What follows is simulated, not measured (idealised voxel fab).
Proc. module: voxel ribs on slabs
We display cut, a cross-section 235 nm in width whose square cells are each 5 nm.
In this document a cross-section is written as a grid of square cells. It is given as a series of bands, listed from the top down, and a band is one or more rows of cells.
For a band, the entry starts with two heights in nm, that of the top and then that of the bottom, and carries on with the band's materials in order from left to right, each alongside its width in nm; the word "edge to edge" beside a single material means it fills the band edge to edge, and "empty" means empty space.
Heights from 0 (as-received wafer is one material below). Bottom band endless downward, as "0 nm and below".
Width: "30->40" (first number = top row, second number = bottom row, same change from row to row of cells).
What does "everything unchanged" mean for a step? It means no cell of the cross-section changed in that step.
Closed-off voids of 8+ cells (no open route to the top) go in "Internal closed voids", written width x height at distance from the left edge, in nm.
That trailing text on a step's line, after the settings, is the simulator's own remark on the step.
On any step carrying a mask, the "overlay nm" setting, if present on the step's line, tells how far right of its planned place the mask lay; negative values point to the left.
This section lists the process steps that were planned
1. RECEIVE with material Si
2. DIRECTIONAL_DEP with material SiO2, thk nm 20
3. DIRECTIONAL_DEP with material polySi, thk nm 15
4. DIRECTIONAL_DEP with material aC, thk nm 15
5. PATTERN with tone cover, mask id RIB, material resist, width nm 30, thk nm 30, overlay nm 0
6. DIRECTIONAL_ETCH with etch materials aC, depth nm 15
7. STRIP with etch materials resist
8. DIRECTIONAL_ETCH with etch materials polySi, depth nm 5
9. STRIP with etch materials aC
10. MASKED_ETCH with tone cover, mask id SLAB, width nm 80, etch materials polySi, depth nm 10, overlay nm 0
11. FILL_DEP with material SiO2, thk nm 30
12. CMP with height nm 55
13. DIRECTIONAL_DEP with material W, thk nm 5
14. DIRECTIONAL_DEP with material aC, thk nm 15
15. PATTERN with tone cover, mask id HEATER, material resist, width nm 40, thk nm 30, overlay nm 0
16. DIRECTIONAL_ETCH with etch materials aC, depth nm 15
17. STRIP with etch materials resist
18. DIRECTIONAL_ETCH with etch materials W, depth nm 5
19. STRIP with etch materials aC
20. CONFORMAL_DEP with material SiO2, thk nm 5
Step 1 complete: cross-section of the wafer as received
* 0 nm and below: Si edge to edge
* Internal closed voids: none
a wafer at the end: this start, this plan, one mistake
* 65 nm to 60 nm: empty 90 nm  SiO2 50 nm  empty 95 nm
* 60 nm to 55 nm: SiO2 95 nm  W 40 nm  SiO2 100 nm
* 55 nm to 50 nm: SiO2 100 nm  polySi 30 nm  SiO2 105 nm
* 50 nm to 40 nm: SiO2 75 nm  polySi 80 nm  SiO2 80 nm
* 40 nm to 0 nm: SiO2 edge to edge
* 0 nm and below: Si edge to edge
* Internal closed voids: none
What broke from the plan during processing? it should be noted that step 2 of the plan was executed twice
